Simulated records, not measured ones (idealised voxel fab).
Documented hereafter: the process module known as voxel gate over fins.
cross-section cut | 255 nm wide | cells 5 nm
Cross-section layout: square cells on a grid; listed as bands, top to bottom; a band spans one or more cell rows.
Heights first: top, then bottom, in nm. Then materials, left to right, each with a width in nm. "all across" on a single material: fills the band edge to edge. "empty": empty space.
Where do heights start? At 0: under that level the wafer as delivered is made of one material only. And the lowest band has no floor; it just carries on downward, as in "0..down".
The width entry "30..40" should be interpreted row by row: the top row of cells in the band takes the first number, the bottom row takes the second number, and the change between adjacent rows is uniform throughout.
Reading "same as before" for a step: not a cell of the cross-section changed in it.
For the entry "Trapped voids", the listed items are empty spaces with no open way to the top whose size is 8 cells or more; each item follows the pattern width x height at distance, where distance is from the left edge and all three are in nm.
The remark found on a step's line after its settings is issued by the simulator itself and pertains to that step.
A step's line can hold "overlay nm"; with a mask on that step, the setting says how far right of the planned place the mask lay, while a negative setting says it lay to the left.
# Intended process steps
1,RECEIVE (material Si)
2,CONFORMAL_DEP (material SiN; thk nm 10)
3,MASKED_ETCH (tone cover; mask id FINS; width nm 15; pitch nm 55; etch materials SiN; depth nm 10; overlay nm 0)
4,MASKED_ETCH (tone cover; mask id FINS; width nm 15; pitch nm 55; etch materials Si; depth nm 40; overlay nm 0)
5,OXIDIZE (depth nm 5)
6,FILL_DEP (material SiO2; thk nm 10)
7,CMP (height nm 10)
8,DIRECTIONAL_DEP (material aC; thk nm 10)
9,PATTERN (tone open; mask id RAIL; material resist; width nm 15; thk nm 30; overlay nm 0)
10,DIRECTIONAL_ETCH (etch materials aC; depth nm 10)
11,STRIP (etch materials resist)
12,DIRECTIONAL_ETCH (etch materials SiO2; depth nm 45)
13,STRIP (etch materials aC)
14,CONFORMAL_DEP (material TiN; thk nm 5)
15,FILL_DEP (material W; thk nm 10)
16,CMP (height nm 10)
17,SELECTIVE_ETCH (etch materials W Ru TiN; depth nm 35)
18,FILL_DEP (material SiO2; thk nm 5)
19,CMP (height nm 10)
20,SELECTIVE_ETCH (etch materials SiO2; depth nm 25)
21,STRIP (etch materials SiN)
22,CONFORMAL_DEP (material HfO2; thk nm 5)
23,CONFORMAL_DEP (material TiN; thk nm 5)
24,FILL_DEP (material W; thk nm 15)
25,CMP (height nm 20)
26,CONFORMAL_DEP (material SiCN; thk nm 10)
# Wafer at receipt (post step 1), cross-section
> 0..down: Si all across
> Trapped voids: none
# Sectioned view, first of two wafers, at the close of the module, processed as intended in the plan
> 30..20: SiCN all across
> 20..10: W all across
> 10..5: W: 30, then TiN: 25, then W: 30, then TiN: 25, then W: 30, then TiN: 25, then W: 30, then TiN: 25, then W: 35
> 5..0: W: 30, then TiN: 5, then HfO2: 15, then TiN: 5, then W: 30, then TiN: 5, then HfO2: 15, then TiN: 5, then W: 30, then TiN: 5, then HfO2: 15, then TiN: 5, then W: 30, then TiN: 5, then HfO2: 15, then TiN: 5, then W: 35
> 0..-5: W: 30, then TiN: 5, then HfO2: 5, then Si: 5, then HfO2: 5, then TiN: 5, then W: 30, then TiN: 5, then HfO2: 5, then Si: 5, then HfO2: 5, then TiN: 5, then W: 30, then TiN: 5, then HfO2: 5, then Si: 5, then HfO2: 5, then TiN: 5, then W: 30, then TiN: 5, then HfO2: 5, then Si: 5, then HfO2: 5, then TiN: 5, then W: 35
> -5..-10: TiN: 35, then HfO2: 5, then Si: 5, then HfO2: 5, then TiN: 40, then HfO2: 5, then Si: 5, then HfO2: 5, then TiN: 40, then HfO2: 5, then Si: 5, then HfO2: 5, then TiN: 40, then HfO2: 5, then Si: 5, then HfO2: 5, then TiN: 40
> -10..-15: HfO2: 40, then Si: 5, then HfO2: 50, then Si: 5, then HfO2: 50, then Si: 5, then HfO2: 50, then Si: 5, then HfO2: 45
> -15..-25: SiO2: 40, then Si: 5, then SiO2: 50, then Si: 5, then SiO2: 50, then Si: 5, then SiO2: 50, then Si: 5, then SiO2: 45
> -25..-30: SiO2: 40, then Si: 5, then SiO2: 15, then TiN: 5, then W: 5, then TiN: 5, then SiO2: 20, then Si: 5, then SiO2: 50, then Si: 5, then SiO2: 50, then Si: 5, then SiO2: 45
> -30..-35: SiO2: 40, then Si: 5, then SiO2: 15, then TiN: 15, then SiO2: 20, then Si: 5, then SiO2: 50, then Si: 5, then SiO2: 50, then Si: 5, then SiO2: 45
> -35..-45: SiO2: 40, then Si: 5, then SiO2: 50, then Si: 5, then SiO2: 50, then Si: 5, then SiO2: 50, then Si: 5, then SiO2: 45
> -45..down: Si all across
> Trapped voids: none
# End of module, second wafer, cross-section. Started like the first, planned like the first, run with one mistake
> 30..20: SiCN all across
> 20..10: W all across
> 10..5: W: 30, then TiN: 25, then W: 30, then TiN: 25, then W: 30, then TiN: 25, then W: 30, then TiN: 25, then W: 35
> 5..0: W: 20, then TiN: 15, then HfO2: 15, then TiN: 5, then W: 20, then TiN: 15, then HfO2: 15, then TiN: 5, then W: 20, then TiN: 15, then HfO2: 15, then TiN: 5, then W: 20, then TiN: 15, then HfO2: 15, then TiN: 5, then W: 35
> 0..-5: W: 20, then TiN: 5, then HfO2: 15, then Si: 5, then HfO2: 5, then TiN: 5, then W: 20, then TiN: 5, then HfO2: 15, then Si: 5, then HfO2: 5, then TiN: 5, then W: 20, then TiN: 5, then HfO2: 15, then Si: 5, then HfO2: 5, then TiN: 5, then W: 20, then TiN: 5, then HfO2: 15, then Si: 5, then HfO2: 5, then TiN: 5, then W: 35
> -5..-10: TiN: 25, then HfO2: 5, then Si: 15, then HfO2: 5, then TiN: 30, then HfO2: 5, then Si: 15, then HfO2: 5, then TiN: 30, then HfO2: 5, then Si: 15, then HfO2: 5, then TiN: 30, then HfO2: 5, then Si: 15, then HfO2: 5, then TiN: 40
> -10..-15: HfO2: 30, then Si: 15, then HfO2: 40, then Si: 15, then HfO2: 40, then Si: 15, then HfO2: 40, then Si: 15, then HfO2: 45
> -15..-25: SiO2: 30, then Si: 15, then SiO2: 40, then Si: 15, then SiO2: 40, then Si: 15, then SiO2: 40, then Si: 15, then SiO2: 45
> -25..-30: SiO2: 30, then Si: 15, then SiO2: 15, then TiN: 5, then W: 5, then TiN: 5, then SiO2: 10, then Si: 15, then SiO2: 40, then Si: 15, then SiO2: 40, then Si: 15, then SiO2: 45
> -30..-35: SiO2: 30, then Si: 15, then SiO2: 15, then TiN: 15, then SiO2: 10, then Si: 15, then SiO2: 40, then Si: 15, then SiO2: 40, then Si: 15, then SiO2: 45
> -35..-45: SiO2: 30, then Si: 15, then SiO2: 40, then Si: 15, then SiO2: 40, then Si: 15, then SiO2: 40, then Si: 15, then SiO2: 45
> -45..down: Si all across
> Trapped voids: none
Nonconformance to the process plan: step 4 deviated from plan and actually ran as MASKED_ETCH (tone cover; mask id FINS; width nm 15; pitch nm 55; etch materials Si; depth nm 40; overlay nm -10)
Final comparison by cell count, materials where the second wafer has more or fewer than the first: 64 more of Si, 48 fewer of SiO2, 16 fewer of W
